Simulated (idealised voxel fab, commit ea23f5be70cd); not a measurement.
process module | voxel fin reveal
cross-section cut | 220 nm wide | cells 5 nm
A cross-section is a grid of square cells, given in bands from the top down. A band is one or more rows of cells.
Each band's line starts with the height of the band's top and of its bottom, in nm. Then come its materials from left to right, each with its width in nm. One material with "throughout" fills the band from edge to edge. "air" is empty space.
Height 0 is the level under which the wafer as received is all one material. The lowest band goes on downwards, as in "0 down".
A width such as "30 to 40" changes by the same amount from each row of cells to the next, from the band's top row to its bottom row.
"no change" after a step means that no cell of the cross-section changed.
closed voids: empty space of 8 cells or more with no open way to the top, each as width x height at its distance from the left edge, in nm
after a step's settings: what the simulator itself notes on the step
overlay nm, on a step with a mask: how far to the right of its planned place the mask lay; to the left if negative
plan
1 op RECEIVE | material Si
2 op CONFORMAL_DEP | material SiN | thk nm 10
3 op MASKED_ETCH | tone cover | mask id FINS | width nm 15 | pitch nm 40 | etch materials SiN | depth nm 5 | overlay nm 0
4 op MASKED_ETCH | tone cover | mask id FINS | width nm 15 | pitch nm 40 | etch materials Si | depth nm 40 | overlay nm 0
5 op OXIDIZE | depth nm 5
6 op FILL_DEP | material SiO2 | thk nm 5
7 op CMP | height nm 10
8 op SELECTIVE_ETCH | etch materials SiO2 | depth nm 40
9 op STRIP | etch materials SiN
varied across the wafers: depth nm of step 3. The plan shows the first wafer's value. All wafers start alike
first wafer as received, after step 1
  0 down: Si throughout
  closed voids: none
each wafer at the end: cells of each material gained (+) or lost (-) since it was received, then its closed voids
depth nm 5 | no cell changed | closed voids: none
depth nm 10 | -360 Si | +120 SiO2 | closed voids: none
depth nm 15 | -360 Si | +120 SiO2 | closed voids: none
depth nm 20 | -360 Si | +120 SiO2 | closed voids: none
depth nm 25 | -360 Si | +120 SiO2 | closed voids: none
